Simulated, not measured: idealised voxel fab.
process module | voxel air gaps
cross-section cut | 195 nm wide | cells 5 nm
A cross-section is a grid of square cells, given in bands from the top down. A band is one or more rows of cells.
Each band's line starts with the height of the band's top and of its bottom, in nm. Then come its materials from left to right, each with its width in nm. One material with "throughout" fills the band from edge to edge. "air" is empty space.
Height 0 is the level under which the wafer as received is all one material. The lowest band goes on downwards, as in "0 down".
A width such as "30 to 40" changes by the same amount from each row of cells to the next, from the band's top row to its bottom row.
"no change" after a step means that no cell of the cross-section changed.
closed voids: empty space of 8 cells or more with no open way to the top, each as width x height at its distance from the left edge, in nm
after a step's settings: what the simulator itself notes on the step
overlay nm, on a step with a mask: how far to the right of its planned place the mask lay; to the left if negative
plan
1 op RECEIVE | material Si
2 op CONFORMAL_DEP | material SiO2 | thk nm 10
3 op CONFORMAL_DEP | material SiN | thk nm 5
4 op DIRECTIONAL_DEP | material lowk | thk nm 35
5 op DIRECTIONAL_DEP | material aC | thk nm 15
6 op PATTERN | tone open | mask id LINES | material resist | width nm 15 | pitch nm 45 | thk nm 30 | overlay nm 0
7 op DIRECTIONAL_ETCH | etch materials aC | depth nm 15
8 op STRIP | etch materials resist
9 op DIRECTIONAL_ETCH | etch materials lowk | depth nm 35
10 op STRIP | etch materials aC
11 op CONFORMAL_DEP | material TiN | thk nm 5
12 op FILL_DEP | material Cu | thk nm 5
13 op CMP | height nm 50
14 op EPI | material Ru | thk nm 10
15 op SELECTIVE_ETCH | etch materials lowk | depth nm 45
16 op CONFORMAL_DEP | material SiN | thk nm 5
as received, after step 1
  0 down: Si throughout
  closed voids: none
first wafer at the end, as planned
  65 to 60: air 30 | SiN 135 | air 30
  60 to 50: air 30 | SiN 5 | Ru 35 | SiN 10 | Ru 35 | SiN 10 | Ru 35 | SiN 5 | air 30
  50 to 45: air 30 | SiN 15 | TiN 5 | Cu 5 | TiN 5 | SiN 30 | TiN 5 | Cu 5 | TiN 5 | SiN 30 | TiN 5 | Cu 5 | TiN 5 | SiN 15 | air 30
  45 to 20: air 40 | SiN 5 | TiN 5 | Cu 5 | TiN 5 | SiN 5 | air 20 | SiN 5 | TiN 5 | Cu 5 | TiN 5 | SiN 5 | air 20 | SiN 5 | TiN 5 | Cu 5 | TiN 5 | SiN 5 | air 40
  20 to 15: SiN 45 | TiN 15 | SiN 30 | TiN 15 | SiN 30 | TiN 15 | SiN 45
  15 to 10: SiN throughout
  10 to 0: SiO2 throughout
  0 down: Si throughout
  closed voids: 20 x 25 at 65; 20 x 25 at 110
second wafer at the end: like start, like plan, one mistake
  65 to 60: air 30 | SiN 140 | air 25
  60 to 50: air 30 | SiN 5 | Ru 40 | SiN 5 | Ru 40 | SiN 5 | Ru 40 | SiN 5 | air 25
  50 to 45: air 30 | SiN 15 | TiN 5 | Cu 10 | TiN 5 | SiN 25 | TiN 5 | Cu 10 | TiN 5 | SiN 25 | TiN 5 | Cu 10 | TiN 5 | SiN 15 | air 25
  45 to 20: air 40 | SiN 5 | TiN 5 | Cu 10 | TiN 5 | SiN 5 | air 15 | SiN 5 | TiN 5 | Cu 10 | TiN 5 | SiN 5 | air 15 | SiN 5 | TiN 5 | Cu 10 | TiN 5 | SiN 5 | air 35
  20 to 15: SiN 45 | TiN 20 | SiN 25 | TiN 20 | SiN 25 | TiN 20 | SiN 40
  15 to 10: SiN throughout
  10 to 0: SiO2 throughout
  0 down: Si throughout
  closed voids: 15 x 25 at 70; 15 x 25 at 115
what went wrong: step 6 ran as: op PATTERN | tone open | mask id LINES | material resist | width nm 20 | pitch nm 45 | thk nm 30 | overlay nm 0
at the end the second wafer has, in cells: 18 more of Cu | 6 more of Ru | 8 fewer of SiN | 3 more of TiN
